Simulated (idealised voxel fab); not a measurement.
Herein follows the process module entitled voxel self aligned vias.
Cross-section cut: width 285 nm, square cells of 5 nm.
For the purposes of this document, a cross-section shall be understood as a grid of square cells, specified as bands listed in top-to-bottom order, each band consisting of one or more rows of cells. Band: top height; bottom height; in nm. Then, left to right: material with width in nm, for each material. "edge to edge": a single material spanning edge to edge. "empty": empty space. Measure heights from 0. That's the level where, below it, the as-received wafer is all one material. The lowest band is bottomless and extends downward; write it as in "0..down". Note: "30..40" means the width goes from the first number (top row of the band) to the second number (bottom row) in equal steps per row of cells. Any step labelled "changes: none" changed none of the cells in the cross-section. Heads up: "Completely enclosed voids" only lists the empty pockets with no open path to the top that are 8 cells or more, and it writes them as width x height at distance, distance from the left edge, in nm. Note: text after step settings on the step line = simulator remark on that step. overlay nm: step with mask; distance mask lay right of planned place; negative value = left of planned place.

[Process steps (planned)]
| 1 | RECEIVE, material Si |
| 2 | CONFORMAL_DEP, material SiO2, thk nm 15 |
| 3 | CONFORMAL_DEP, material SiCN, thk nm 5 |
| 4 | DIRECTIONAL_DEP, material SiO2, thk nm 25 |
| 5 | DIRECTIONAL_DEP, material aC, thk nm 15 |
| 6 | PATTERN, tone open, mask id LINES, material resist, width nm 25, pitch nm 60, thk nm 35, overlay nm 0 |
| 7 | DIRECTIONAL_ETCH, etch materials aC, depth nm 15 |
| 8 | STRIP, etch materials resist |
| 9 | DIRECTIONAL_ETCH, etch materials SiO2, depth nm 25 |
| 10 | STRIP, etch materials aC |
| 11 | CONFORMAL_DEP, material TiN, thk nm 5 |
| 12 | FILL_DEP, material W, thk nm 5 |
| 13 | CMP, height nm 45 |
| 14 | SELECTIVE_ETCH, etch materials W Ru TiN, depth nm 10 |
| 15 | FILL_DEP, material SiN, thk nm 5 |
| 16 | CMP, height nm 45 |
| 17 | DIRECTIONAL_DEP, material SiO2, thk nm 15 |
| 18 | MASKED_ETCH, tone open, mask id VIAS, width nm 35, etch materials SiO2, depth nm 15, overlay nm 0 |
| 19 | MASKED_ETCH, tone open, mask id VIAS, width nm 35, etch materials SiN, depth nm 10, overlay nm 0 |
| 20 | CONFORMAL_DEP, material TiN, thk nm 5 |
| 21 | FILL_DEP, material Ru, thk nm 5 |
| 22 | CMP, height nm 60 |
| 23 | CONFORMAL_DEP, material SiN, thk nm 5 |

[Received-state cross-section, reflecting completion of step 1]
* 0..down  Si edge to edge
* Completely enclosed voids: none

[Cross-section, first of two wafers, end of module, run as planned]
* 65..60  SiN edge to edge
* 60..50  95 nm SiO2, 5 nm TiN, 25 nm Ru, 5 nm TiN, 155 nm SiO2
* 50..45  95 nm SiO2, 10 nm TiN, 15 nm Ru, 10 nm TiN, 155 nm SiO2
* 45..40  100 nm SiO2, 5 nm TiN, 15 nm Ru, 5 nm TiN, 35 nm SiO2, 25 nm SiN, 100 nm SiO2
* 40..35  100 nm SiO2, 25 nm TiN, 35 nm SiO2, 25 nm SiN, 100 nm SiO2
* 35..25  100 nm SiO2, 5 nm TiN, 15 nm W, 5 nm TiN, 35 nm SiO2, 5 nm TiN, 15 nm W, 5 nm TiN, 100 nm SiO2
* 25..20  100 nm SiO2, 25 nm TiN, 35 nm SiO2, 25 nm TiN, 100 nm SiO2
* 20..15  SiCN edge to edge
* 15..0  SiO2 edge to edge
* 0..down  Si edge to edge
* Completely enclosed voids: none

[Cross-sectional image of the second wafer of the two following completion of the module. Starting state and process plan were the same as for the first wafer; one execution error occurred]
* 65..60  SiN edge to edge
* 60..50  90 nm SiO2, 5 nm TiN, 25 nm Ru, 5 nm TiN, 160 nm SiO2
* 50..45  90 nm SiO2, 15 nm TiN, 15 nm Ru, 5 nm TiN, 160 nm SiO2
* 45..40  100 nm SiO2, 5 nm TiN, 15 nm Ru, 5 nm TiN, 35 nm SiO2, 25 nm SiN, 100 nm SiO2
* 40..35  100 nm SiO2, 25 nm TiN, 35 nm SiO2, 25 nm SiN, 100 nm SiO2
* 35..25  100 nm SiO2, 5 nm TiN, 15 nm W, 5 nm TiN, 35 nm SiO2, 5 nm TiN, 15 nm W, 5 nm TiN, 100 nm SiO2
* 25..20  100 nm SiO2, 25 nm TiN, 35 nm SiO2, 25 nm TiN, 100 nm SiO2
* 20..15  SiCN edge to edge
* 15..0  SiO2 edge to edge
* 0..down  Si edge to edge
* Completely enclosed voids: none
Finding, execution versus plan: step 18 was run on a setting that differed from the plan, and what really ran there is MASKED_ETCH, tone open, mask id VIAS, width nm 35, etch materials SiO2, depth nm 15, overlay nm -5
So at the finish, the second wafer's got exactly as many cells of each material as the first, just not in the same spots.
